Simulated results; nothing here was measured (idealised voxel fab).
process module | voxel self aligned vias
cross-section cut | 295 nm wide | cells 5 nm
A cross-section is a grid of square cells, given in bands from the top down. A band is one or more rows of cells.
Each band's line starts with the height of the band's top and of its bottom, in nm. Then come its materials from left to right, each with its width in nm. One material with "throughout" fills the band from edge to edge. "air" is empty space.
Height 0 is the level under which the wafer as received is all one material. The lowest band goes on downwards, as in "0 down".
A width such as "30 to 40" changes by the same amount from each row of cells to the next, from the band's top row to its bottom row.
"no change" after a step means that no cell of the cross-section changed.
closed voids: empty space of 8 cells or more with no open way to the top, each as width x height at its distance from the left edge, in nm
after a step's settings: what the simulator itself notes on the step
overlay nm, on a step with a mask: how far to the right of its planned place the mask lay; to the left if negative
plan
1 op RECEIVE | material Si
2 op CONFORMAL_DEP | material SiO2 | thk nm 10
3 op CONFORMAL_DEP | material SiCN | thk nm 5
4 op DIRECTIONAL_DEP | material SiO2 | thk nm 20
5 op MASKED_ETCH | tone open | mask id LINES | width nm 25 | pitch nm 55 | etch materials SiO2 | depth nm 20 | overlay nm 0
6 op CONFORMAL_DEP | material TiN | thk nm 5
7 op FILL_DEP | material Ru | thk nm 5
8 op CMP | height nm 35
9 op SELECTIVE_ETCH | etch materials W Ru TiN | depth nm 5
10 op FILL_DEP | material SiN | thk nm 10
11 op CMP | height nm 35
12 op DIRECTIONAL_DEP | material SiO2 | thk nm 15
13 op DIRECTIONAL_DEP | material aC | thk nm 15
14 op PATTERN | tone open | mask id VIAS | material resist | width nm 35 | pitch nm 55 | thk nm 35 | overlay nm 0
15 op DIRECTIONAL_ETCH | etch materials aC | depth nm 15
16 op STRIP | etch materials resist
17 op DIRECTIONAL_ETCH | etch materials SiO2 | depth nm 15
18 op DIRECTIONAL_ETCH | etch materials SiN | depth nm 5
19 op STRIP | etch materials aC
20 op CONFORMAL_DEP | material TiN | thk nm 5
21 op FILL_DEP | material Ru | thk nm 10
22 op CMP | height nm 40
23 op CONFORMAL_DEP | material SiN | thk nm 5
varied across the wafers: height nm of step 22. The plan shows the first wafer's value. All wafers start alike
first wafer as received, after step 1
  0 down: Si throughout
  closed voids: none
each wafer at the end: cells of each material gained (+) or lost (-) since it was received, then its closed voids
height nm 40 | +18 Ru | +59 SiCN | +59 SiN | +359 SiO2 | +36 TiN | closed voids: none
height nm 45 | +28 Ru | +59 SiCN | +59 SiN | +404 SiO2 | +40 TiN | closed voids: none
height nm 50 | +38 Ru | +59 SiCN | +59 SiN | +449 SiO2 | +44 TiN | closed voids: none
height nm 55 | +48 Ru | +59 SiCN | +59 SiN | +449 SiO2 | +93 TiN | closed voids: none
height nm 60 | +107 Ru | +59 SiCN | +59 SiN | +449 SiO2 | +93 TiN | closed voids: none
height nm 65 | +166 Ru | +59 SiCN | +59 SiN | +449 SiO2 | +93 TiN | closed voids: none
